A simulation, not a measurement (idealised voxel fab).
Module name: voxel transistor to metal (process module)
FYI the section here is cut, 140 nm wide, cells are 5 nm squares.
How to read a cross-section here: the picture is a grid of square cells, written as bands going from the top down, and any band can span one or more rows of cells.
Band entry format. Leading values: height of top, height of bottom, nm. Remainder: materials in left-to-right order, each with its width in nm. Special words: "all across" on a single material, which then fills the band edge to edge; "blank", empty space.
We count height from 0. Below that, the starting wafer is all one material. The lowest band never ends at the bottom but goes on down; see "0 down" for how that is written.
Think of "30->40" as a width that walks from the first number to the second as you go down the band, top row to bottom row, taking equal-sized steps from row to row.
"everything unchanged" (step): cross-section cells unchanged, all of them.
"Unvented internal voids" specifies each empty space that is not open to the top and that occupies no fewer than 8 cells, using the form width x height at distance, the distance measured from the left edge and all three quantities in nm.
Text after the settings on a step's line: the simulator's own remark on that step.
overlay nm: right-of-plan distance of the mask on a masked step; negative values mean left-of-plan.

# Steps planned for the process
step 1: RECEIVE, material Si
step 2: CONFORMAL_DEP, material SiO2, thk nm 5
step 3: CONFORMAL_DEP, material SiN, thk nm 10
step 4: MASKED_ETCH, tone cover, mask id ACTIVE, width nm 95, etch materials SiN, depth nm 10, overlay nm 0
step 5: MASKED_ETCH, tone cover, mask id ACTIVE, width nm 95, etch materials SiO2, depth nm 5, overlay nm 0
step 6: MASKED_ETCH, tone cover, mask id ACTIVE, width nm 95, etch materials Si, depth nm 35, overlay nm 0
step 7: FILL_DEP, material SiO2, thk nm 10
step 8: CMP, height nm 15
step 9: SELECTIVE_ETCH, etch materials SiO2, depth nm 5
step 10: STRIP, etch materials SiN
step 11: SELECTIVE_ETCH, etch materials SiO2, depth nm 5
step 12: OXIDIZE, depth nm 5
step 13: DIRECTIONAL_DEP, material polySi, thk nm 25
step 14: DIRECTIONAL_DEP, material SiCN, thk nm 15
step 15: DIRECTIONAL_DEP, material aC, thk nm 10
step 16: PATTERN, tone cover, mask id GATE, material resist, width nm 15, thk nm 25, overlay nm 0
step 17: DIRECTIONAL_ETCH, etch materials aC, depth nm 10
step 18: STRIP, etch materials resist
step 19: DIRECTIONAL_ETCH, etch materials SiCN, depth nm 25
step 20: DIRECTIONAL_ETCH, etch materials polySi, depth nm 35
step 21: STRIP, etch materials aC
step 22: CONFORMAL_DEP, material SiO2, thk nm 5
step 23: DIRECTIONAL_ETCH, etch materials SiO2, depth nm 5
step 24: CONFORMAL_DEP, material SiN, thk nm 5
step 25: DIRECTIONAL_ETCH, etch materials SiN, depth nm 5
step 26: DIRECTIONAL_ETCH, etch materials SiO2, depth nm 5
step 27: DIRECTIONAL_ETCH, etch materials Si, depth nm 15
step 28: EPI, material nSi, thk nm 20
step 29: FILL_DEP, material SiO2, thk nm 5
step 30: CMP, height nm 40
step 31: DIRECTIONAL_DEP, material SiO2, thk nm 10
step 32: MASKED_ETCH, tone open, mask id CONTACT, width nm 30, pitch nm 55, etch materials SiO2, depth nm 35, overlay nm 0
step 33: CONFORMAL_DEP, material TiN, thk nm 5
step 34: FILL_DEP, material W, thk nm 10
step 35: CMP, height nm 50
step 36: DIRECTIONAL_DEP, material TiN, thk nm 5
step 37: DIRECTIONAL_DEP, material Ru, thk nm 20
step 38: DIRECTIONAL_DEP, material aC, thk nm 15
step 39: PATTERN, tone cover, mask id METAL_1, material resist, width nm 20, pitch nm 65, thk nm 30, overlay nm 0
step 40: DIRECTIONAL_ETCH, etch materials aC, depth nm 15
step 41: STRIP, etch materials resist
step 42: DIRECTIONAL_ETCH, etch materials Ru, depth nm 20
step 43: DIRECTIONAL_ETCH, etch materials TiN, depth nm 5
step 44: STRIP, etch materials aC
step 45: CONFORMAL_DEP, material SiCN, thk nm 5
step 46: FILL_DEP, material SiO2, thk nm 10
step 47: CMP, height nm 75
step 48: CONFORMAL_DEP, material SiN, thk nm 5

# as received, after step 1
  0 down | Si all across
  Unvented internal voids: none

# End-of-module cross-section of the first of two wafers, processed as planned
  80 to 75 | SiN all across
  75 to 55 | SiO2 20 nm, then SiCN 5 nm, then Ru 20 nm, then SiCN 5 nm, then SiO2 35 nm, then SiCN 5 nm, then Ru 20 nm, then SiCN 5 nm, then SiO2 25 nm
  55 to 50 | SiCN 25 nm, then TiN 20 nm, then SiCN 45 nm, then TiN 20 nm, then SiCN 30 nm
  50 to 40 | SiO2 25 nm, then TiN 5 nm, then W 20->15 nm, then TiN 5->10 nm, then SiO2 25 nm, then TiN 5->10 nm, then W 20->15 nm, then TiN 5 nm, then SiO2 30 nm
  40 to 25 | SiO2 25 nm, then TiN 5 nm, then W 15 nm, then TiN 5 nm, then SiN 5 nm, then SiO2 5 nm, then SiCN 15 nm, then SiO2 5 nm, then SiN 5 nm, then TiN 5 nm, then W 15 nm, then TiN 5 nm, then SiO2 30 nm
  25 to 20 | SiO2 25 nm, then TiN 5 nm, then W 15 nm, then TiN 5 nm, then SiN 5 nm, then SiO2 5 nm, then polySi 15 nm, then SiO2 5 nm, then SiN 5 nm, then TiN 5 nm, then W 15 nm, then TiN 5 nm, then SiO2 30 nm
  20 to 15 | SiO2 25 nm, then TiN 25 nm, then SiN 5 nm, then SiO2 5 nm, then polySi 15 nm, then SiO2 5 nm, then SiN 5 nm, then TiN 25 nm, then SiO2 30 nm
  15 to 5 | SiO2 15 nm, then nSi 35 nm, then SiN 5 nm, then SiO2 5 nm, then polySi 15 nm, then SiO2 5 nm, then SiN 5 nm, then nSi 35 nm, then SiO2 20 nm
  5 to 0 | SiO2 15 nm, then nSi 5 nm, then SiN 5 nm, then nSi 25 nm, then SiN 5 nm, then SiO2 5 nm, then polySi 15 nm, then SiO2 5 nm, then SiN 5 nm, then nSi 25 nm, then SiN 5 nm, then nSi 5 nm, then SiO2 20 nm
  0 to -5 | SiO2 25 nm, then nSi 25 nm, then SiO2 35 nm, then nSi 25 nm, then SiO2 30 nm
  -5 to -20 | SiO2 20 nm, then Si 5 nm, then nSi 25 nm, then Si 35 nm, then nSi 25 nm, then Si 5 nm, then SiO2 25 nm
  -20 to -35 | SiO2 20 nm, then Si 95 nm, then SiO2 25 nm
  -35 down | Si all across
  Unvented internal voids: none

# Second wafer of the two, sectioned at the end of the module. It began like the first and followed the same plan, but one mistake was made while running it
  80 to 75 | SiN all across
  75 to 55 | SiO2 20 nm, then SiCN 5 nm, then Ru 20 nm, then SiCN 5 nm, then SiO2 35 nm, then SiCN 5 nm, then Ru 20 nm, then SiCN 5 nm, then SiO2 25 nm
  55 to 50 | SiCN 25 nm, then TiN 20 nm, then SiCN 45 nm, then TiN 20 nm, then SiCN 30 nm
  50 to 40 | SiO2 25 nm, then TiN 5 nm, then W 20->15 nm, then TiN 5->10 nm, then SiO2 25 nm, then TiN 5->10 nm, then W 20->15 nm, then TiN 5 nm, then SiO2 30 nm
  40 to 25 | SiO2 25 nm, then TiN 5 nm, then W 15 nm, then TiN 5 nm, then SiN 5 nm, then SiO2 5 nm, then SiCN 15 nm, then SiO2 5 nm, then SiN 5 nm, then TiN 5 nm, then W 15 nm, then TiN 5 nm, then SiO2 30 nm
  25 to 20 | SiO2 25 nm, then TiN 5 nm, then W 15 nm, then TiN 5 nm, then SiN 5 nm, then SiO2 5 nm, then polySi 15 nm, then SiO2 5 nm, then SiN 5 nm, then TiN 5 nm, then W 15 nm, then TiN 5 nm, then SiO2 30 nm
  20 to 15 | SiO2 25 nm, then TiN 25 nm, then SiN 5 nm, then SiO2 5 nm, then polySi 15 nm, then SiO2 5 nm, then SiN 5 nm, then TiN 25 nm, then SiO2 30 nm
  15 to 5 | SiO2 25 nm, then nSi 25 nm, then SiN 5 nm, then SiO2 5 nm, then polySi 15 nm, then SiO2 5 nm, then SiN 5 nm, then nSi 45 nm, then SiO2 10 nm
  5 to 0 | SiO2 25 nm, then nSi 5 nm, then SiN 5 nm, then nSi 15 nm, then SiN 5 nm, then SiO2 5 nm, then polySi 15 nm, then SiO2 5 nm, then SiN 5 nm, then nSi 35 nm, then SiN 5 nm, then nSi 5 nm, then SiO2 10 nm
  0 to -5 | SiO2 35 nm, then nSi 15 nm, then SiO2 35 nm, then nSi 35 nm, then SiO2 20 nm
  -5 to -20 | SiO2 20 nm, then Si 15 nm, then nSi 15 nm, then Si 35 nm, then nSi 35 nm, then Si 5 nm, then SiO2 15 nm
  -20 to -35 | SiO2 20 nm, then Si 105 nm, then SiO2 15 nm
  -35 down | Si all across
  Unvented internal voids: none
Nonconformance to the process plan: so step 4 ended up running with a different setting than we planned, it ran as MASKED_ETCH, tone cover, mask id ACTIVE, width nm 95, etch materials SiN, depth nm 10, overlay nm 10
Materials where the second wafer ends with more or fewer cells than the first: 12 more of Si; 12 fewer of SiO2
